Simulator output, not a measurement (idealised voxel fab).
The following process module bears the name voxel transistor to metal.
It is cross-section cut that appears here, measuring 160 nm in width, its square cells being 5 nm in size.
The cross-sections in this document take the form of a grid made of square cells. They are written out as bands, in order from top to bottom. Each band consists of one or more rows of cells.
Top height, bottom height, nm. Materials left to right, width each, nm. Single material + "full width" = fills band edge to edge. "empty" = empty.
The level at which height equals 0 is the one under which the wafer, as it arrives, is entirely one material. No lower edge exists for the bottom band, which continues downward and is notated as in "z 0 and below".
Top row gets the first number, bottom row gets the second, and each row in between changes by the same step: that is how a band width like "30..40" works.
"no change occurred" -> step changed no cross-section cell.
"Enclosed internal voids" lists enclosed empty spaces (at least 8 cells, no open path upward to the top), each as width x height at distance from the left edge, in nm.
Read whatever lies past the settings on a step's line as the simulator's own remark about the step.
overlay nm: where the mask lay relative to plan, measured to the right, on steps with a mask; negatives go left.
[Intended process steps]
1 RECEIVE (material Si)
2 CONFORMAL_DEP (material SiO2; thk nm 5)
3 CONFORMAL_DEP (material SiN; thk nm 15)
4 MASKED_ETCH (tone cover; mask id ACTIVE; width nm 125; etch materials SiN; depth nm 15; overlay nm 0)
5 MASKED_ETCH (tone cover; mask id ACTIVE; width nm 125; etch materials SiO2; depth nm 5; overlay nm 0)
6 MASKED_ETCH (tone cover; mask id ACTIVE; width nm 125; etch materials Si; depth nm 25; overlay nm 0)
7 FILL_DEP (material SiO2; thk nm 15)
8 CMP (height nm 20)
9 SELECTIVE_ETCH (etch materials SiO2; depth nm 15)
10 STRIP (etch materials SiN)
11 SELECTIVE_ETCH (etch materials SiO2; depth nm 5)
12 OXIDIZE (depth nm 5)
13 DIRECTIONAL_DEP (material polySi; thk nm 30)
14 DIRECTIONAL_DEP (material SiCN; thk nm 10)
15 DIRECTIONAL_DEP (material aC; thk nm 10)
16 PATTERN (tone cover; mask id GATE; material resist; width nm 25; thk nm 25; overlay nm 0)
17 DIRECTIONAL_ETCH (etch materials aC; depth nm 10)
18 STRIP (etch materials resist)
19 DIRECTIONAL_ETCH (etch materials SiCN; depth nm 20)
20 DIRECTIONAL_ETCH (etch materials polySi; depth nm 40)
21 STRIP (etch materials aC)
22 CONFORMAL_DEP (material SiO2; thk nm 5)
23 DIRECTIONAL_ETCH (etch materials SiO2; depth nm 5)
24 CONFORMAL_DEP (material SiN; thk nm 10)
25 DIRECTIONAL_ETCH (etch materials SiN; depth nm 10)
26 DIRECTIONAL_ETCH (etch materials SiO2; depth nm 5)
27 EPI (material pSi; thk nm 5)
28 FILL_DEP (material SiO2; thk nm 10)
29 CMP (height nm 30)
30 STRIP (etch materials polySi)
31 SELECTIVE_ETCH (etch materials SiO2; depth nm 5)
32 CONFORMAL_DEP (material HfO2; thk nm 5)
33 CONFORMAL_DEP (material TiN; thk nm 5)
34 FILL_DEP (material W; thk nm 5)
35 CMP (height nm 25)
36 DIRECTIONAL_DEP (material SiO2; thk nm 10)
37 PATTERN (tone open; mask id CONTACT; material resist; width nm 15; pitch nm 85; thk nm 20; overlay nm 0)
38 DIRECTIONAL_ETCH (etch materials SiO2; depth nm 35)
39 STRIP (etch materials resist)
40 CONFORMAL_DEP (material TiN; thk nm 5)
41 FILL_DEP (material Ru; thk nm 5)
42 CMP (height nm 35)
43 DIRECTIONAL_DEP (material TiN; thk nm 5)
44 DIRECTIONAL_DEP (material W; thk nm 25)
45 MASKED_ETCH (tone cover; mask id METAL_1; width nm 20; pitch nm 85; etch materials W; depth nm 25; overlay nm 0)
46 MASKED_ETCH (tone cover; mask id METAL_1; width nm 20; pitch nm 85; etch materials TiN; depth nm 5; overlay nm 0)
47 CONFORMAL_DEP (material SiCN; thk nm 5)
48 FILL_DEP (material lowk; thk nm 10)
49 CMP (height nm 65)
50 CONFORMAL_DEP (material SiCN; thk nm 5)
51 DIRECTIONAL_DEP (material SiO2; thk nm 25)
52 MASKED_ETCH (tone open; mask id METAL_2; width nm 20; pitch nm 85; etch materials SiO2; depth nm 15; overlay nm 0)
53 DIRECTIONAL_DEP (material aC; thk nm 15)
54 PATTERN (tone open; mask id METAL_2_HOLES; material resist; width nm 15; pitch nm 85; thk nm 30; overlay nm 0)
55 DIRECTIONAL_ETCH (etch materials aC; depth nm 15)
56 STRIP (etch materials resist)
57 DIRECTIONAL_ETCH (etch materials SiO2; depth nm 10)
58 DIRECTIONAL_ETCH (etch materials SiCN; depth nm 5)
59 STRIP (etch materials aC)
60 CONFORMAL_DEP (material TiN; thk nm 5)
61 FILL_DEP (material Cu; thk nm 5)
62 CMP (height nm 95)
63 CONFORMAL_DEP (material SiCN; thk nm 5)
The wafers are alike at the start. At step 37, their width nm differs. The plan lists the first wafer's value.
[As received, i.e. after step 1: cross-section through the first of several wafers]
  z 0 and below  Si full width
  Enclosed internal voids: none
[Cross-sectional representation of the first of several wafers at the end of the module, i.e. after its terminal step, step 63]
  z 100 to 95  SiCN full width
  z 95 to 85  25 of SiO2 / 5 of TiN / 10 of Cu / 5 of TiN / 65 of SiO2 / 5 of TiN / 10 of Cu / 5 of TiN / 30 of SiO2
  z 85 to 80  25 of SiO2 / 5 of TiN / 5 of Cu / 10 of TiN / 65 of SiO2 / 5 of TiN / 5 of Cu / 10 of TiN / 30 of SiO2
  z 80 to 70  25 of SiO2 / 5 of TiN / 5 of Cu / 5 of TiN / 70 of SiO2 / 5 of TiN / 5 of Cu / 5 of TiN / 35 of SiO2
  z 70 to 65  25 of SiCN / 15 of TiN / 70 of SiCN / 15 of TiN / 35 of SiCN
  z 65 to 40  20 of lowk / 5 of SiCN / 20 of W / 5 of SiCN / 55 of lowk / 5 of SiCN / 20 of W / 5 of SiCN / 25 of lowk
  z 40 to 35  25 of SiCN / 20 of TiN / 65 of SiCN / 20 of TiN / 30 of SiCN
  z 35 to 25  30 of SiO2 / 5 of TiN / 5 of Ru / 5 of TiN / 70 of SiO2 / 5 of TiN / 5 of Ru / 5 of TiN / 30 of SiO2
  z 25 to 5  30 of SiO2 / 5 of TiN / 5 of Ru / 5 of TiN / 5 of SiO2 / 10 of SiN / 5 of HfO2 / 5 of TiN / 15 of W / 5 of TiN / 5 of HfO2 / 10 of SiN / 10 of SiO2 / 5 of TiN / 5 of Ru / 5 of TiN / 30 of SiO2
  z 5 to 0  30 of SiO2 / 15 of TiN / 5 of SiO2 / 10 of SiN / 5 of HfO2 / 25 of TiN / 5 of HfO2 / 10 of SiN / 10 of SiO2 / 15 of TiN / 30 of SiO2
  z 0 to -5  10 of SiO2 / 40 of pSi / 10 of SiO2 / 35 of HfO2 / 10 of SiO2 / 40 of pSi / 15 of SiO2
  z -5 to -25  15 of SiO2 / 125 of Si / 20 of SiO2
  z -25 and below  Si full width
  Enclosed internal voids: none
[At the end of the module, the last of several wafers in cross-section]
  z 100 to 95  SiCN full width
  z 95 to 85  25 of SiO2 / 5 of TiN / 10 of Cu / 5 of TiN / 65 of SiO2 / 5 of TiN / 10 of Cu / 5 of TiN / 30 of SiO2
  z 85 to 80  25 of SiO2 / 5 of TiN / 5 of Cu / 10 of TiN / 65 of SiO2 / 5 of TiN / 5 of Cu / 10 of TiN / 30 of SiO2
  z 80 to 70  25 of SiO2 / 5 of TiN / 5 of Cu / 5 of TiN / 70 of SiO2 / 5 of TiN / 5 of Cu / 5 of TiN / 35 of SiO2
  z 70 to 65  25 of SiCN / 15 of TiN / 70 of SiCN / 15 of TiN / 35 of SiCN
  z 65 to 40  20 of lowk / 5 of SiCN / 20 of W / 5 of SiCN / 55 of lowk / 5 of SiCN / 20 of W / 5 of SiCN / 25 of lowk
  z 40 to 35  25 of SiCN / 20 of TiN / 65 of SiCN / 20 of TiN / 30 of SiCN
  z 35 to 25  20 of SiO2 / 5 of TiN / 25..20 of Ru / 5..10 of TiN / 50 of SiO2 / 5 of TiN / 25 of Ru / 5 of TiN / 20 of SiO2
  z 25 to 5  20 of SiO2 / 5 of TiN / 20 of Ru / 5 of TiN / 10 of SiN / 5 of HfO2 / 5 of TiN / 15 of W / 5 of TiN / 5 of HfO2 / 10 of SiN / 5 of TiN / 25 of Ru / 5 of TiN / 20 of SiO2
  z 5 to 0  20 of SiO2 / 30 of TiN / 10 of SiN / 5 of HfO2 / 25 of TiN / 5 of HfO2 / 10 of SiN / 35 of TiN / 20 of SiO2
  z 0 to -5  10 of SiO2 / 40 of pSi / 10 of SiO2 / 35 of HfO2 / 10 of SiO2 / 40 of pSi / 15 of SiO2
  z -5 to -25  15 of SiO2 / 125 of Si / 20 of SiO2
  z -25 and below  Si full width
  Enclosed internal voids: none
[Table: wafers, a row each; end-of-module cell change per material since receipt, gain (+), loss (-); then closed voids]
width nm 15 | +14 Cu | +17 HfO2 | +12 Ru | -60 Si | +102 SiCN | +20 SiN | +288 SiO2 | +79 TiN | +52 W | +100 lowk | +16 pSi | Enclosed internal voids: none
width nm 20 | +14 Cu | +17 HfO2 | +24 Ru | -60 Si | +102 SiCN | +20 SiN | +274 SiO2 | +81 TiN | +52 W | +100 lowk | +16 pSi | Enclosed internal voids: none
width nm 25 | +14 Cu | +17 HfO2 | +36 Ru | -60 Si | +102 SiCN | +20 SiN | +260 SiO2 | +83 TiN | +52 W | +100 lowk | +16 pSi | Enclosed internal voids: none
width nm 30 | +14 Cu | +17 HfO2 | +48 Ru | -60 Si | +102 SiCN | +20 SiN | +246 SiO2 | +85 TiN | +52 W | +100 lowk | +16 pSi | Enclosed internal voids: none
width nm 35 | +14 Cu | +17 HfO2 | +55 Ru | -60 Si | +102 SiCN | +20 SiN | +237 SiO2 | +87 TiN | +52 W | +100 lowk | +16 pSi | Enclosed internal voids: none
